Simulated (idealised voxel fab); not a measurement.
process module | voxel released beams
cross-section cut | 245 nm wide | cells 5 nm
A cross-section is a grid of square cells, given in bands from the top down. A band is one or more rows of cells.
Each band's line starts with the height of the band's top and of its bottom, in nm. Then come its materials from left to right, each with its width in nm. One material with "throughout" fills the band from edge to edge. "air" is empty space.
Height 0 is the level under which the wafer as received is all one material. The lowest band goes on downwards, as in "0 down".
A width such as "30 to 40" changes by the same amount from each row of cells to the next, from the band's top row to its bottom row.
"no change" after a step means that no cell of the cross-section changed.
closed voids: empty space of 8 cells or more with no open way to the top, each as width x height at its distance from the left edge, in nm
after a step's settings: what the simulator itself notes on the step
overlay nm, on a step with a mask: how far to the right of its planned place the mask lay; to the left if negative
plan
1 op RECEIVE | material Si
2 op CONFORMAL_DEP | material SiN | thk nm 10
3 op DIRECTIONAL_DEP | material SiO2 | thk nm 15
4 op MASKED_ETCH | tone open | mask id ANCHOR | width nm 35 | etch materials SiO2 | depth nm 15 | overlay nm 0
5 op CONFORMAL_DEP | material W | thk nm 10
6 op MASKED_ETCH | tone cover | mask id BEAM | width nm 85 | etch materials W | depth nm 10 | overlay nm 0
7 op STRIP | etch materials SiO2
first wafer, as planned
as received, after step 1
  0 down: Si throughout
  closed voids: none
after step 2
  10 to 0: SiN throughout
  below 0: unchanged
after step 3
  25 to 10: SiO2 throughout
  below 10: unchanged
after step 4
  25 to 10: SiO2 80 | air 35 | SiO2 130
  below 10: unchanged
after step 5
  35 to 25: W 90 | air 15 | W 140
  25 to 20: SiO2 80 | W 10 | air 15 | W 10 | SiO2 130
  20 to 10: SiO2 80 | W 35 | SiO2 130
  below 10: unchanged
after step 6
  35 to 25: air 75 | W 15 | air 15 | W 55 | air 85
  below 25: unchanged
after step 7
  35 to 25: air 75 | W 15 | air 15 | W 55 | air 85
  25 to 20: air 80 | W 10 | air 15 | W 10 | air 130
  20 to 10: air 80 | W 35 | air 130
  below 10: unchanged
second wafer: like start, like plan, one mistake. Through step 1 it matches the first wafer
when step 2 should have ended: no change
when step 3 should have ended
  15 to 0: SiO2 throughout
  below 0: unchanged
when step 4 should have ended
  15 to 0: SiO2 80 | air 35 | SiO2 130
  below 0: unchanged
when step 5 should have ended
  25 to 15: W 90 | air 15 | W 140
  15 to 10: SiO2 80 | W 10 | air 15 | W 10 | SiO2 130
  10 to 0: SiO2 80 | W 35 | SiO2 130
  below 0: unchanged
when step 6 should have ended
  25 to 15: air 75 | W 15 | air 15 | W 55 | air 85
  below 15: unchanged
when step 7 should have ended
  25 to 15: air 75 | W 15 | air 15 | W 55 | air 85
  15 to 10: air 80 | W 10 | air 15 | W 10 | air 130
  10 to 0: air 80 | W 35 | air 130
  below 0: unchanged
what went wrong: step 2 was left out
at the end the second wafer has, in cells: 98 fewer of SiN
